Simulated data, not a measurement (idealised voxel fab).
Documented hereafter: the process module known as voxel gate over fins.
Section cut is 170 nm wide and gridded with 5 nm square cells.
Cross-section = grid of square cells, listed top down in bands; band = one or more rows.
A band entry consists of two parts. The first gives the height of the band's top and the height of its bottom, in nm. The rest lists the band's materials from left to right, each with its width in nm. A single material labelled with the word "full width" fills the band from edge to edge, and the word "air" marks empty space.
All heights in this document are referenced to 0, defined as the level beneath which the wafer, as received, consists entirely of one material. The lowest band is not bounded below; it extends indefinitely downward and is written in the form "from 0 down".
So if you see something like "30->40" for the width, read it as the top row of the band sitting at the first number and the bottom row at the second, with every row in between moving by the same amount as the last.
For the purposes of this document, the phrase "remained unchanged" attached to a step denotes that no cell within the cross-section was modified by that step.
Enclosed voids (no open way to top), threshold 8 cells or more, entry "Enclosed voids", notation width x height at distance, distance from left edge, nm.
It should be noted that, on the line of a given step, the content following the step's settings is a remark produced by the simulator itself with respect to that step.
The optional step-line setting "overlay nm" applies to steps with a mask and quantifies how far to the right of its planned location the mask lay, a negative value indicating leftward placement.
-- Below is the list of planned process steps
step 1: RECEIVE with material Si
step 2: CONFORMAL_DEP with material SiN, thk nm 5
step 3: DIRECTIONAL_DEP with material aC, thk nm 10
step 4: PATTERN with tone cover, mask id FINS, material resist, width nm 15, pitch nm 60, thk nm 25, overlay nm 0
step 5: DIRECTIONAL_ETCH with etch materials aC, depth nm 10
step 6: STRIP with etch materials resist
step 7: DIRECTIONAL_ETCH with etch materials SiN, depth nm 5
step 8: DIRECTIONAL_ETCH with etch materials Si, depth nm 30
step 9: STRIP with etch materials aC
step 10: OXIDIZE with depth nm 5
step 11: FILL_DEP with material SiO2, thk nm 5
step 12: CMP with height nm 5
step 13: DIRECTIONAL_DEP with material aC, thk nm 15
step 14: PATTERN with tone open, mask id RAIL, material resist, width nm 15, thk nm 30, overlay nm 0
step 15: DIRECTIONAL_ETCH with etch materials aC, depth nm 15
step 16: STRIP with etch materials resist
step 17: DIRECTIONAL_ETCH with etch materials SiO2, depth nm 30
step 18: STRIP with etch materials aC
step 19: CONFORMAL_DEP with material TiN, thk nm 5
step 20: FILL_DEP with material W, thk nm 10
step 21: CMP with height nm 5
step 22: SELECTIVE_ETCH with etch materials W Ru TiN, depth nm 25
step 23: FILL_DEP with material SiO2, thk nm 5
step 24: CMP with height nm 5
step 25: SELECTIVE_ETCH with etch materials SiO2, depth nm 20
step 26: STRIP with etch materials SiN
step 27: CONFORMAL_DEP with material HfO2, thk nm 5
step 28: CONFORMAL_DEP with material TiN, thk nm 5
step 29: FILL_DEP with material W, thk nm 10
step 30: CMP with height nm 15
step 31: CONFORMAL_DEP with material SiCN, thk nm 10
-- Here's what the wafer looked like in cross-section when it arrived - that's after step 1
  from 0 down: Si full width
  Enclosed voids: none
-- Cross-sectional view of the first of the two wafers upon completion of the module, processed in accordance with the plan
  from 25 to 15: SiCN full width
  from 15 to 10: W full width
  from 10 to 5: W 10  TiN 25  W 35  TiN 25  W 35  TiN 25  W 15
  from 5 to 0: W 10  TiN 5  HfO2 15  TiN 5  W 35  TiN 5  HfO2 15  TiN 5  W 35  TiN 5  HfO2 15  TiN 5  W 15
  from 0 to -5: W 10  TiN 5  HfO2 5  Si 5  HfO2 5  TiN 5  W 35  TiN 5  HfO2 5  Si 5  HfO2 5  TiN 5  W 35  TiN 5  HfO2 5  Si 5  HfO2 5  TiN 5  W 15
  from -5 to -10: TiN 15  HfO2 5  Si 5  HfO2 5  TiN 45  HfO2 5  Si 5  HfO2 5  TiN 45  HfO2 5  Si 5  HfO2 5  TiN 20
  from -10 to -15: HfO2 20  Si 5  HfO2 55  Si 5  HfO2 55  Si 5  HfO2 25
  from -15 to -20: SiO2 20  Si 5  SiO2 55  Si 5  SiO2 55  Si 5  SiO2 25
  from -20 to -25: SiO2 20  Si 5  SiO2 20  TiN 15  SiO2 20  Si 5  SiO2 55  Si 5  SiO2 25
  from -25 to -35: SiO2 20  Si 5  SiO2 55  Si 5  SiO2 55  Si 5  SiO2 25
  from -35 down: Si full width
  Enclosed voids: none
-- Wafer two (of two), end-of-module cross-section: start = wafer one, plan = wafer one, one run mistake
  from 25 to 15: SiCN full width
  from 15 to 5: W full width
  from 5 to 0: W 15  TiN 15  W 45  TiN 15  W 45  TiN 15  W 20
  from 0 to -10: W 15  TiN 5  Si 5  TiN 5  W 45  TiN 5  Si 5  TiN 5  W 45  TiN 5  Si 5  TiN 5  W 20
  from -10 to -15: TiN 20  Si 5  TiN 55  Si 5  TiN 55  Si 5  TiN 25
  from -15 to -20: SiO2 20  Si 5  SiO2 55  Si 5  SiO2 55  Si 5  SiO2 25
  from -20 to -25: SiO2 20  Si 5  SiO2 20  TiN 15  SiO2 20  Si 5  SiO2 55  Si 5  SiO2 25
  from -25 to -35: SiO2 20  Si 5  SiO2 55  Si 5  SiO2 55  Si 5  SiO2 25
  from -35 down: Si full width
  Enclosed voids: none
Against the plan, the run slipped here: step 27 of the plan never got run, it was skipped over
Count the cells at the end and the second wafer has more or fewer of some materials than the first: HfO2: 52 fewer; W: 52 more
